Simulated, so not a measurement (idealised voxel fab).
Proc. module: voxel air gaps
Each square cell in cross-section cut measures 5 nm, and the section as a whole is 240 nm wide.
Format of a cross-section: grid, square cells. Given as bands. Order: top down. Band: one or more rows of cells.
Top, bottom (nm), then materials left to right with widths (nm); lone material tagged "edge to edge" fills the whole band edge to edge; "blank" = empty space.
Heights are measured from 0, the level below which the as-received wafer is all one material; the lowest band has no bottom and continues downward, written as in "from 0 down".
Per-row width for "30..40": begins at first number (top row of band), ends at second number (bottom row), increment between rows held constant.
When a step is marked "remained the same", none of the cells in the cross-section changed during that step.
Voids not open to the top, 8 cells minimum: see "Sealed void listing". Written width x height at distance; distance is from the left edge; nm.
It should be noted that, on the line of a given step, the content following the step's settings is a remark produced by the simulator itself with respect to that step.
What "overlay nm" on a step's line means: if the step has a mask, that mask lay this far to the right of its planned place, or, when the value is negative, to the left.

[Steps in the process plan]
| 1 | RECEIVE (material Si) |
| 2 | CONFORMAL_DEP (material SiO2; thk nm 15) |
| 3 | CONFORMAL_DEP (material SiCN; thk nm 5) |
| 4 | DIRECTIONAL_DEP (material SiO2; thk nm 30) |
| 5 | PATTERN (tone open; mask id LINES; material resist; width nm 20; pitch nm 45; thk nm 20; overlay nm 0) |
| 6 | DIRECTIONAL_ETCH (etch materials SiO2; depth nm 30) |
| 7 | STRIP (etch materials resist) |
| 8 | CONFORMAL_DEP (material TiN; thk nm 5) |
| 9 | FILL_DEP (material W; thk nm 10) |
| 10 | CMP (height nm 50) |
| 11 | EPI (material Ru; thk nm 10) |
| 12 | SELECTIVE_ETCH (etch materials SiO2; depth nm 40) |
| 13 | CONFORMAL_DEP (material SiCN; thk nm 5) |

[Incoming wafer in cross-section (state: after step 1)]
  from 0 down = Si edge to edge
  Sealed void listing: none

[Looking at the first of two wafers in cross-section at end of module - ran to plan]
  from 65 to 60 = 25 nm blank; 185 nm SiCN; 30 nm blank
  from 60 to 50 = 25 nm blank; 5 nm SiCN; 40 nm Ru; 5 nm SiCN; 40 nm Ru; 5 nm SiCN; 40 nm Ru; 5 nm SiCN; 40 nm Ru; 5 nm SiCN; 30 nm blank
  from 50 to 45 = 25 nm blank; 15 nm SiCN; 5 nm TiN; 10 nm W; 5 nm TiN; 25 nm SiCN; 5 nm TiN; 10 nm W; 5 nm TiN; 25 nm SiCN; 5 nm TiN; 10 nm W; 5 nm TiN; 25 nm SiCN; 5 nm TiN; 10 nm W; 5 nm TiN; 15 nm SiCN; 30 nm blank
  from 45 to 25 = 35 nm blank; 5 nm SiCN; 5 nm TiN; 10 nm W; 5 nm TiN; 5 nm SiCN; 15 nm blank; 5 nm SiCN; 5 nm TiN; 10 nm W; 5 nm TiN; 5 nm SiCN; 15 nm blank; 5 nm SiCN; 5 nm TiN; 10 nm W; 5 nm TiN; 5 nm SiCN; 15 nm blank; 5 nm SiCN; 5 nm TiN; 10 nm W; 5 nm TiN; 5 nm SiCN; 40 nm blank
  from 25 to 20 = 40 nm SiCN; 20 nm TiN; 25 nm SiCN; 20 nm TiN; 25 nm SiCN; 20 nm TiN; 25 nm SiCN; 20 nm TiN; 45 nm SiCN
  from 20 to 15 = SiCN edge to edge
  from 15 to 0 = SiO2 edge to edge
  from 0 down = Si edge to edge
  Sealed void listing: 15 x 20 at 65; 15 x 20 at 110; 15 x 20 at 155

[Wafer two, end of module, cross-section. Same start, same plan as wafer one. One mistake in the run]
  from 75 to 70 = 15 nm blank; 205 nm SiCN; 20 nm blank
  from 70 to 50 = 15 nm blank; 5 nm SiCN; 195 nm Ru; 5 nm SiCN; 20 nm blank
  from 50 to 45 = 15 nm blank; 25 nm SiCN; 5 nm TiN; 10 nm W; 5 nm TiN; 25 nm SiO2; 5 nm TiN; 10 nm W; 5 nm TiN; 25 nm SiO2; 5 nm TiN; 10 nm W; 5 nm TiN; 25 nm SiO2; 5 nm TiN; 10 nm W; 5 nm TiN; 25 nm SiCN; 20 nm blank
  from 45 to 25 = 35 nm blank; 5 nm SiCN; 5 nm TiN; 10 nm W; 5 nm TiN; 25 nm SiO2; 5 nm TiN; 10 nm W; 5 nm TiN; 25 nm SiO2; 5 nm TiN; 10 nm W; 5 nm TiN; 25 nm SiO2; 5 nm TiN; 10 nm W; 5 nm TiN; 5 nm SiCN; 40 nm blank
  from 25 to 20 = 40 nm SiCN; 20 nm TiN; 25 nm SiO2; 20 nm TiN; 25 nm SiO2; 20 nm TiN; 25 nm SiO2; 20 nm TiN; 45 nm SiCN
  from 20 to 15 = SiCN edge to edge
  from 15 to 0 = SiO2 edge to edge
  from 0 down = Si edge to edge
  Sealed void listing: none
Processing error: heads up, step 11 of the plan got done twice
Per the end-of-run cell counts, the second wafer holds more or fewer of some materials than the first: +92 Ru, -48 SiCN, +90 SiO2
Heads up: the first wafer ends with 3 closed voids, the second with 0.
